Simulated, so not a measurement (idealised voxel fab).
Process module heading - voxel capacitor over wiring
We display cut, a cross-section 200 nm in width whose square cells are each 5 nm.
Heads up, the way a cross-section reads in here is a grid of square cells, handed over as bands from the top down, with every band being one or more rows of cells. Each band's line starts with the height of the band's top and of its bottom, in nm. Then come its materials from left to right, each with its width in nm. One material with "edge to edge" fills the band from edge to edge. "blank" is empty space. Height datum 0, below which the as-received substrate wafer is one material. Lowest band open at the bottom, running downward: "0 and below". Graded width ("30 to 40"): value in top row of band = first number; value in bottom row = second number; row-to-row change constant. "everything unchanged" -> step changed no cross-section cell. Listed in "Closed empty spaces": every empty space of 8 or more cells without an open way to the top. Form: width x height at distance, the distance being from the left edge, all in nm. That trailing text on a step's line, after the settings, is the simulator's own remark on the step. overlay nm: step with mask; distance mask lay right of planned place; negative value = left of planned place.
## Intended process steps
1. RECEIVE [material Si]
2. CONFORMAL_DEP [material SiO2] [thk nm 15]
3. DIRECTIONAL_DEP [material TiN] [thk nm 5]
4. DIRECTIONAL_DEP [material Ru] [thk nm 25]
5. PATTERN [tone cover] [mask id METAL_1] [material resist] [width nm 25] [pitch nm 85] [thk nm 20] [overlay nm 0]
6. DIRECTIONAL_ETCH [etch materials Ru] [depth nm 25]
7. DIRECTIONAL_ETCH [etch materials TiN] [depth nm 5]
8. STRIP [etch materials resist]
9. FILL_DEP [material SiO2] [thk nm 10]
10. CMP [height nm 45]
11. CONFORMAL_DEP [material SiCN] [thk nm 5]
12. DIRECTIONAL_DEP [material lowk] [thk nm 20]
13. MASKED_ETCH [tone open] [mask id PLUG_1] [width nm 15] [etch materials lowk] [depth nm 20] [overlay nm 0]
14. MASKED_ETCH [tone open] [mask id PLUG_1] [width nm 15] [etch materials SiCN] [depth nm 5] [overlay nm 0]
15. EPI [material Ru] [thk nm 10]
16. EPI [material Ru] [thk nm 10]
17. EPI [material Ru] [thk nm 5]
18. DIRECTIONAL_DEP [material TiN] [thk nm 10]
19. DIRECTIONAL_DEP [material HfO2] [thk nm 5]
20. DIRECTIONAL_DEP [material TiN] [thk nm 10]
21. DIRECTIONAL_DEP [material aC] [thk nm 10]
22. PATTERN [tone cover] [mask id UPPER_PLATE] [material resist] [width nm 65] [thk nm 30] [overlay nm 0]
23. DIRECTIONAL_ETCH [etch materials aC] [depth nm 10]
24. STRIP [etch materials resist]
25. DIRECTIONAL_ETCH [etch materials TiN] [depth nm 10]
26. DIRECTIONAL_ETCH [etch materials HfO2] [depth nm 5]
27. STRIP [etch materials aC]
28. DIRECTIONAL_DEP [material aC] [thk nm 15]
29. PATTERN [tone cover] [mask id LOWER_PLATE] [material resist] [width nm 75] [thk nm 35] [overlay nm 0]
30. DIRECTIONAL_ETCH [etch materials aC] [depth nm 5]
31. STRIP [etch materials resist]
32. DIRECTIONAL_ETCH [etch materials TiN] [depth nm 10]
33. STRIP [etch materials aC]
34. FILL_DEP [material SiO2] [thk nm 20]
35. CMP [height nm 110]
36. PATTERN [tone open] [mask id PLUG_2] [material resist] [width nm 15] [thk nm 15] [overlay nm 0]
37. DIRECTIONAL_ETCH [etch materials SiO2] [depth nm 15]
38. STRIP [etch materials resist]
39. CONFORMAL_DEP [material TiN] [thk nm 5]
40. FILL_DEP [material Ru] [thk nm 10]
41. CMP [height nm 110]
42. CONFORMAL_DEP [material SiN] [thk nm 5]
Keep in mind the plan's value for the depth nm of step 30 comes from the first wafer; the wafers don't share that setting, but they do share the same starting point.
## The first of several wafers in cross-section, exactly as it reached us after step 1
> 0 and below: Si edge to edge
> Closed empty spaces: none
## Note: the following table is arranged by wafer, a row apiece. Each row reports the end-of-module state: per material, cells gained (+) or cells lost (-) compared with the wafer as received; closed voids follow
depth nm 5 | +13 HfO2 | +67 Ru | +37 SiCN | +40 SiN | +492 SiO2 | +123 TiN | +148 lowk | Closed empty spaces: none
depth nm 10 | +13 HfO2 | +67 Ru | +37 SiCN | +40 SiN | +492 SiO2 | +123 TiN | +148 lowk | Closed empty spaces: none
depth nm 15 | +13 HfO2 | +67 Ru | +37 SiCN | +40 SiN | +542 SiO2 | +73 TiN | +148 lowk | Closed empty spaces: none
depth nm 20 | +13 HfO2 | +67 Ru | +37 SiCN | +40 SiN | +542 SiO2 | +73 TiN | +148 lowk | Closed empty spaces: none
depth nm 25 | +13 HfO2 | +67 Ru | +37 SiCN | +40 SiN | +542 SiO2 | +73 TiN | +148 lowk | Closed empty spaces: none
depth nm 30 | +13 HfO2 | +67 Ru | +37 SiCN | +40 SiN | +542 SiO2 | +73 TiN | +148 lowk | Closed empty spaces: none
